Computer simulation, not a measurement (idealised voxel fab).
A process module follows: voxel ribs on slabs.
Cross-section cut: width 195 nm, square cells of 5 nm.
In this document a cross-section is written as a grid of square cells. It is given as a series of bands, listed from the top down, and a band is one or more rows of cells. Each band's line starts with the height of the band's top and of its bottom, in nm. Then come its materials from left to right, each with its width in nm. One material with "throughout" fills the band from edge to edge. "blank" is empty space. A quick word on heights: they are counted from 0, and under that level the wafer as it came to us is one material throughout. The lowest band is different from the rest in having no bottom; it simply continues downward, written as in "0 nm and below". Width "30 to 40": first value at the band's top row of cells, second value at its bottom row, equal change from row to row. "changes: none" for a step: no cell of the cross-section changed in that step. The label "Trapped void list" introduces a list of the empty spaces, 8 cells or larger, that have no open way up to the top; each entry in it reads width x height at distance, where the distance is taken from the left edge and all three are stated in nm. The remark found on a step's line after its settings is issued by the simulator itself and pertains to that step. overlay nm: mask right of planned place by this much (step with mask). Neg. = left.

INTENDED PROCESS STEPS
| 1 | RECEIVE (material Si) |
| 2 | DIRECTIONAL_DEP (material SiO2; thk nm 20) |
| 3 | DIRECTIONAL_DEP (material polySi; thk nm 25) |
| 4 | PATTERN (tone cover; mask id RIB; material resist; width nm 20; thk nm 15; overlay nm 0) |
| 5 | DIRECTIONAL_ETCH (etch materials polySi; depth nm 15) |
| 6 | STRIP (etch materials resist) |
| 7 | DIRECTIONAL_DEP (material aC; thk nm 10) |
| 8 | PATTERN (tone cover; mask id SLAB; material resist; width nm 80; thk nm 25; overlay nm 0) |
| 9 | DIRECTIONAL_ETCH (etch materials aC; depth nm 10) |
| 10 | STRIP (etch materials resist) |
| 11 | DIRECTIONAL_ETCH (etch materials polySi; depth nm 10) |
| 12 | STRIP (etch materials aC) |
| 13 | FILL_DEP (material SiO2; thk nm 20) |
| 14 | CMP (height nm 60) |
| 15 | DIRECTIONAL_DEP (material TiN; thk nm 5) |
| 16 | PATTERN (tone cover; mask id HEATER; material resist; width nm 30; thk nm 15; overlay nm 0) |
| 17 | DIRECTIONAL_ETCH (etch materials TiN; depth nm 5) |
| 18 | STRIP (etch materials resist) |
| 19 | CONFORMAL_DEP (material SiO2; thk nm 10) |

FIRST WAFER OUT OF TWO, PROCESSED AS PLANNED

CROSS-SECTION, INCOMING MATERIAL, AFTER STEP 1
* 0 nm and below  Si throughout
* Trapped void list: none

HOW THE WAFER STANDS IN SECTION AFTER STEP 2
* 20 nm to 0 nm  SiO2 throughout
* below 0: unchanged

HOW THE WAFER STANDS IN SECTION AFTER STEP 3
* 45 nm to 20 nm  polySi throughout
* below 20: unchanged

HOW THE WAFER STANDS IN SECTION AFTER STEP 4
* 60 nm to 45 nm  85 blank; 20 resist; 90 blank
* below 45: unchanged

HOW THE WAFER STANDS IN SECTION AFTER STEP 5
* 60 nm to 45 nm  85 blank; 20 resist; 90 blank
* 45 nm to 30 nm  85 blank; 20 polySi; 90 blank
* below 30: unchanged

HOW THE WAFER STANDS IN SECTION AFTER STEP 6
* 45 nm to 30 nm  85 blank; 20 polySi; 90 blank
* below 30: unchanged

HOW THE WAFER STANDS IN SECTION AFTER STEP 7
* 55 nm to 45 nm  85 blank; 20 aC; 90 blank
* 45 nm to 40 nm  85 blank; 20 polySi; 90 blank
* 40 nm to 30 nm  85 aC; 20 polySi; 90 aC
* below 30: unchanged

HOW THE WAFER STANDS IN SECTION AFTER STEP 8
* 80 nm to 55 nm  55 blank; 80 resist; 60 blank
* 55 nm to 45 nm  55 blank; 30 resist; 20 aC; 30 resist; 60 blank
* 45 nm to 40 nm  55 blank; 30 resist; 20 polySi; 30 resist; 60 blank
* below 40: unchanged

HOW THE WAFER STANDS IN SECTION AFTER STEP 9
* 70 nm to 55 nm  55 blank; 80 resist; 60 blank
* 55 nm to 45 nm  55 blank; 30 resist; 20 aC; 30 resist; 60 blank
* 45 nm to 40 nm  55 blank; 30 resist; 20 polySi; 30 resist; 60 blank
* 40 nm to 30 nm  55 blank; 30 aC; 20 polySi; 30 aC; 60 blank
* below 30: unchanged

HOW THE WAFER STANDS IN SECTION AFTER STEP 10
* 55 nm to 45 nm  85 blank; 20 aC; 90 blank
* 45 nm to 40 nm  85 blank; 20 polySi; 90 blank
* below 40: unchanged

HOW THE WAFER STANDS IN SECTION AFTER STEP 11
* 55 nm to 45 nm  85 blank; 20 aC; 90 blank
* 45 nm to 40 nm  85 blank; 20 polySi; 90 blank
* 40 nm to 30 nm  55 blank; 30 aC; 20 polySi; 30 aC; 60 blank
* 30 nm to 20 nm  55 blank; 80 polySi; 60 blank
* below 20: unchanged

HOW THE WAFER STANDS IN SECTION AFTER STEP 12
* 45 nm to 30 nm  85 blank; 20 polySi; 90 blank
* below 30: unchanged

HOW THE WAFER STANDS IN SECTION AFTER STEP 13
* 65 nm to 45 nm  SiO2 throughout
* 45 nm to 30 nm  85 SiO2; 20 polySi; 90 SiO2
* 30 nm to 20 nm  55 SiO2; 80 polySi; 60 SiO2
* below 20: unchanged

HOW THE WAFER STANDS IN SECTION AFTER STEP 14
* 60 nm to 45 nm  SiO2 throughout
* below 45: unchanged

HOW THE WAFER STANDS IN SECTION AFTER STEP 15
* 65 nm to 60 nm  TiN throughout
* below 60: unchanged

HOW THE WAFER STANDS IN SECTION AFTER STEP 16
* 80 nm to 65 nm  80 blank; 30 resist; 85 blank
* below 65: unchanged

HOW THE WAFER STANDS IN SECTION AFTER STEP 17
* 80 nm to 65 nm  80 blank; 30 resist; 85 blank
* 65 nm to 60 nm  80 blank; 30 TiN; 85 blank
* below 60: unchanged

HOW THE WAFER STANDS IN SECTION AFTER STEP 18
* 65 nm to 60 nm  80 blank; 30 TiN; 85 blank
* below 60: unchanged

HOW THE WAFER STANDS IN SECTION AFTER STEP 19
* 75 nm to 70 nm  70 blank; 50 SiO2; 75 blank
* 70 nm to 65 nm  SiO2 throughout
* 65 nm to 60 nm  80 SiO2; 30 TiN; 85 SiO2
* below 60: unchanged

WAFER TWO OF TWO - SAME STARTING POINT, SAME PROCESS PLAN, ONE MISTAKE IN EXECUTION; MATCHES WAFER ONE UP TO AND INCLUDING STEP 15

SECOND WAFER, CROSS-SECTION, PLANNED END OF STEP 16
* 80 nm to 65 nm  80 blank; 35 resist; 80 blank
* below 65: unchanged

SECOND WAFER, CROSS-SECTION, PLANNED END OF STEP 17
* 80 nm to 65 nm  80 blank; 35 resist; 80 blank
* 65 nm to 60 nm  80 blank; 35 TiN; 80 blank
* below 60: unchanged

SECOND WAFER, CROSS-SECTION, PLANNED END OF STEP 18
* 65 nm to 60 nm  80 blank; 35 TiN; 80 blank
* below 60: unchanged

SECOND WAFER, CROSS-SECTION, PLANNED END OF STEP 19
* 75 nm to 70 nm  70 blank; 55 SiO2; 70 blank
* 70 nm to 65 nm  SiO2 throughout
* 65 nm to 60 nm  80 SiO2; 35 TiN; 80 SiO2
* below 60: unchanged
Heads up, the wafer didn't run the way we planned it: the process deviated at step 16: the operation and settings actually run there were PATTERN (tone cover; mask id HEATER; material resist; width nm 35; thk nm 15; overlay nm 0)
Heads up, by the end the second wafer has more or fewer cells of some materials compared to the first: TiN: 1 more
